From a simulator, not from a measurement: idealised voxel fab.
process module | voxel capacitor over wiring
cross-section cut | 220 nm wide | cells 5 nm
A cross-section is a grid of square cells, given in bands from the top down. A band is one or more rows of cells.
Each band's line starts with the height of the band's top and of its bottom, in nm. Then come its materials from left to right, each with its width in nm. One material with "throughout" fills the band from edge to edge. "air" is empty space.
Height 0 is the level under which the wafer as received is all one material. The lowest band goes on downwards, as in "0 down".
A width such as "30 to 40" changes by the same amount from each row of cells to the next, from the band's top row to its bottom row.
"no change" after a step means that no cell of the cross-section changed.
closed voids: empty space of 8 cells or more with no open way to the top, each as width x height at its distance from the left edge, in nm
after a step's settings: what the simulator itself notes on the step
overlay nm, on a step with a mask: how far to the right of its planned place the mask lay; to the left if negative
plan
1 op RECEIVE | material Si
2 op CONFORMAL_DEP | material SiO2 | thk nm 15
3 op CONFORMAL_DEP | material SiN | thk nm 5
4 op DIRECTIONAL_DEP | material SiO2 | thk nm 25
5 op MASKED_ETCH | tone open | mask id METAL_1 | width nm 20 | pitch nm 80 | etch materials SiO2 | depth nm 25 | overlay nm 0
6 op MASKED_ETCH | tone open | mask id METAL_1 | width nm 20 | pitch nm 80 | etch materials SiN | depth nm 5 | overlay nm 0
7 op CONFORMAL_DEP | material TiN | thk nm 5
8 op FILL_DEP | material Ru | thk nm 10
9 op CMP | height nm 45
10 op EPI | material Ru | thk nm 5
11 op FILL_DEP | material SiCN | thk nm 5
12 op DIRECTIONAL_DEP | material lowk | thk nm 10
13 op MASKED_ETCH | tone open | mask id PLUG_1 | width nm 15 | etch materials lowk | depth nm 10 | overlay nm 0
14 op MASKED_ETCH | tone open | mask id PLUG_1 | width nm 15 | etch materials SiCN | depth nm 5 | overlay nm 0
15 op EPI | material Ru | thk nm 10
16 op EPI | material Ru | thk nm 5
17 op DIRECTIONAL_DEP | material TiN | thk nm 10
18 op DIRECTIONAL_DEP | material Al2O3 | thk nm 5
19 op DIRECTIONAL_DEP | material TiN | thk nm 10
20 op PATTERN | tone cover | mask id UPPER_PLATE | material resist | width nm 65 | thk nm 20 | overlay nm 0
21 op DIRECTIONAL_ETCH | etch materials TiN | depth nm 10
22 op DIRECTIONAL_ETCH | etch materials Al2O3 | depth nm 5
23 op STRIP | etch materials resist
24 op DIRECTIONAL_DEP | material aC | thk nm 15
25 op PATTERN | tone cover | mask id LOWER_PLATE | material resist | width nm 75 | thk nm 30 | overlay nm 0
26 op DIRECTIONAL_ETCH | etch materials aC | depth nm 15
27 op STRIP | etch materials resist
28 op DIRECTIONAL_ETCH | etch materials TiN | depth nm 10
29 op STRIP | etch materials aC
30 op FILL_DEP | material SiO2 | thk nm 15
31 op CMP | height nm 100
32 op DIRECTIONAL_DEP | material aC | thk nm 15
33 op PATTERN | tone open | mask id PLUG_2 | material resist | width nm 15 | thk nm 35 | overlay nm 0
34 op DIRECTIONAL_ETCH | etch materials aC | depth nm 15
35 op STRIP | etch materials resist
36 op DIRECTIONAL_ETCH | etch materials SiO2 | depth nm 10
37 op STRIP | etch materials aC
38 op CONFORMAL_DEP | material TiN | thk nm 5
39 op FILL_DEP | material Ru | thk nm 5
40 op CMP | height nm 100
41 op CONFORMAL_DEP | material SiN | thk nm 5
first wafer, as planned
as received, after step 1
  0 down: Si throughout
  closed voids: none
after step 2
  15 to 0: SiO2 throughout
  below 0: unchanged
after step 3
  20 to 15: SiN throughout
  below 15: unchanged
after step 4
  45 to 20: SiO2 throughout
  below 20: unchanged
after step 5
  45 to 20: SiO2 60 | air 20 | SiO2 60 | air 20 | SiO2 60
  below 20: unchanged
after step 6
  45 to 20: SiO2 60 | air 20 | SiO2 60 | air 20 | SiO2 60
  20 to 15: SiN 60 | air 20 | SiN 60 | air 20 | SiN 60
  below 15: unchanged
after step 7
  50 to 45: TiN 65 | air 10 | TiN 70 | air 10 | TiN 65
  45 to 20: SiO2 60 | TiN 5 | air 10 | TiN 5 | SiO2 60 | TiN 5 | air 10 | TiN 5 | SiO2 60
  20 to 15: SiN 60 | TiN 20 | SiN 60 | TiN 20 | SiN 60
  below 15: unchanged
after step 8
  60 to 50: Ru throughout
  50 to 45: TiN 65 | Ru 10 | TiN 70 | Ru 10 | TiN 65
  45 to 20: SiO2 60 | TiN 5 | Ru 10 | TiN 5 | SiO2 60 | TiN 5 | Ru 10 | TiN 5 | SiO2 60
  below 20: unchanged
after step 9
  45 to 20: SiO2 60 | TiN 5 | Ru 10 | TiN 5 | SiO2 60 | TiN 5 | Ru 10 | TiN 5 | SiO2 60
  below 20: unchanged
after step 10
  50 to 45: air 55 | Ru 30 | air 50 | Ru 30 | air 55
  below 45: unchanged
after step 11
  55 to 50: SiCN throughout
  50 to 45: SiCN 55 | Ru 30 | SiCN 50 | Ru 30 | SiCN 55
  below 45: unchanged
after step 12
  65 to 55: lowk throughout
  below 55: unchanged
after step 13
  65 to 55: lowk 65 | air 15 | lowk 140
  below 55: unchanged
after step 14
  65 to 55: lowk 65 | air 15 | lowk 140
  55 to 50: SiCN 65 | air 15 | SiCN 140
  below 50: unchanged
after step 15
  65 to 60: lowk 65 | air 15 | lowk 140
  60 to 55: lowk 65 | Ru 15 | lowk 140
  55 to 50: SiCN 65 | Ru 15 | SiCN 140
  below 50: unchanged
after step 16
  65 to 55: lowk 65 | Ru 15 | lowk 140
  below 55: unchanged
after step 17
  75 to 65: TiN throughout
  below 65: unchanged
after step 18
  80 to 75: Al2O3 throughout
  below 75: unchanged
after step 19
  90 to 80: TiN throughout
  below 80: unchanged
after step 20
  110 to 90: air 65 | resist 65 | air 90
  below 90: unchanged
after step 21
  110 to 90: air 65 | resist 65 | air 90
  90 to 80: air 65 | TiN 65 | air 90
  below 80: unchanged
after step 22
  110 to 90: air 65 | resist 65 | air 90
  90 to 80: air 65 | TiN 65 | air 90
  80 to 75: air 65 | Al2O3 65 | air 90
  below 75: unchanged
after step 23
  90 to 80: air 65 | TiN 65 | air 90
  below 80: unchanged
after step 24
  105 to 90: air 65 | aC 65 | air 90
  90 to 80: aC 65 | TiN 65 | aC 90
  80 to 75: aC 65 | Al2O3 65 | aC 90
  below 75: unchanged
after step 25
  135 to 105: air 60 | resist 75 | air 85
  105 to 90: air 60 | resist 5 | aC 65 | resist 5 | air 85
  below 90: unchanged
after step 26
  120 to 105: air 60 | resist 75 | air 85
  105 to 90: air 60 | resist 5 | aC 65 | resist 5 | air 85
  90 to 80: air 60 | aC 5 | TiN 65 | aC 5 | air 85
  80 to 75: air 60 | aC 5 | Al2O3 65 | aC 5 | air 85
  below 75: unchanged
after step 27
  105 to 90: air 65 | aC 65 | air 90
  below 90: unchanged
after step 28
  105 to 90: air 65 | aC 65 | air 90
  90 to 80: air 60 | aC 5 | TiN 65 | aC 5 | air 85
  80 to 75: air 60 | aC 5 | Al2O3 65 | aC 5 | air 85
  75 to 65: air 60 | TiN 75 | air 85
  below 65: unchanged
after step 29
  90 to 80: air 65 | TiN 65 | air 90
  80 to 75: air 65 | Al2O3 65 | air 90
  below 75: unchanged
after step 30
  105 to 90: SiO2 throughout
  90 to 80: SiO2 65 | TiN 65 | SiO2 90
  80 to 75: SiO2 65 | Al2O3 65 | SiO2 90
  75 to 65: SiO2 60 | TiN 75 | SiO2 85
  below 65: unchanged
after step 31
  100 to 90: SiO2 throughout
  below 90: unchanged
after step 32
  115 to 100: aC throughout
  below 100: unchanged
after step 33
  150 to 115: resist 75 | air 15 | resist 130
  below 115: unchanged
after step 34
  135 to 115: resist 75 | air 15 | resist 130
  115 to 100: aC 75 | air 15 | aC 130
  below 100: unchanged
after step 35
  115 to 100: aC 75 | air 15 | aC 130
  below 100: unchanged
after step 36
  115 to 100: aC 75 | air 15 | aC 130
  100 to 90: SiO2 75 | air 15 | SiO2 130
  below 90: unchanged
after step 37
  100 to 90: SiO2 75 | air 15 | SiO2 130
  below 90: unchanged
after step 38
  105 to 100: TiN 80 | air 5 | TiN 135
  100 to 95: SiO2 75 | TiN 5 | air 5 | TiN 5 | SiO2 130
  95 to 90: SiO2 75 | TiN 15 | SiO2 130
  below 90: unchanged
after step 39
  110 to 105: Ru throughout
  105 to 100: TiN 80 | Ru 5 | TiN 135
  100 to 95: SiO2 75 | TiN 5 | Ru 5 | TiN 5 | SiO2 130
  below 95: unchanged
after step 40
  100 to 95: SiO2 75 | TiN 5 | Ru 5 | TiN 5 | SiO2 130
  below 95: unchanged
after step 41
  105 to 100: SiN throughout
  below 100: unchanged
second wafer: like start, like plan, one mistake. Through step 32 it matches the first wafer
when step 33 should have ended
  150 to 115: air 75 | resist 15 | air 130
  below 115: unchanged
when step 34 should have ended
  135 to 115: air 75 | resist 15 | air 130
  115 to 100: air 75 | aC 15 | air 130
  below 100: unchanged
when step 35 should have ended
  115 to 100: air 75 | aC 15 | air 130
  below 100: unchanged
when step 36 should have ended
  115 to 100: air 75 | aC 15 | air 130
  100 to 90: air 75 | SiO2 15 | air 130
  below 90: unchanged
when step 37 should have ended
  100 to 90: air 75 | SiO2 15 | air 130
  below 90: unchanged
when step 38 should have ended
  105 to 100: air 70 | TiN 25 | air 125
  100 to 95: air 70 | TiN 5 | SiO2 15 | TiN 5 | air 125
  95 to 90: TiN 75 | SiO2 15 | TiN 130
  below 90: unchanged
when step 39 should have ended
  110 to 105: Ru throughout
  105 to 100: Ru 70 | TiN 25 | Ru 125
  100 to 95: Ru 70 | TiN 5 | SiO2 15 | TiN 5 | Ru 125
  below 95: unchanged
when step 40 should have ended
  100 to 95: Ru 70 | TiN 5 | SiO2 15 | TiN 5 | Ru 125
  below 95: unchanged
when step 41 should have ended
  105 to 100: SiN throughout
  below 100: unchanged
what went wrong: step 33 ran as: op PATTERN | tone cover | mask id PLUG_2 | material resist | width nm 15 | thk nm 35 | overlay nm 0
at the end the second wafer has, in cells: 38 more of Ru | 76 fewer of SiO2 | 38 more of TiN
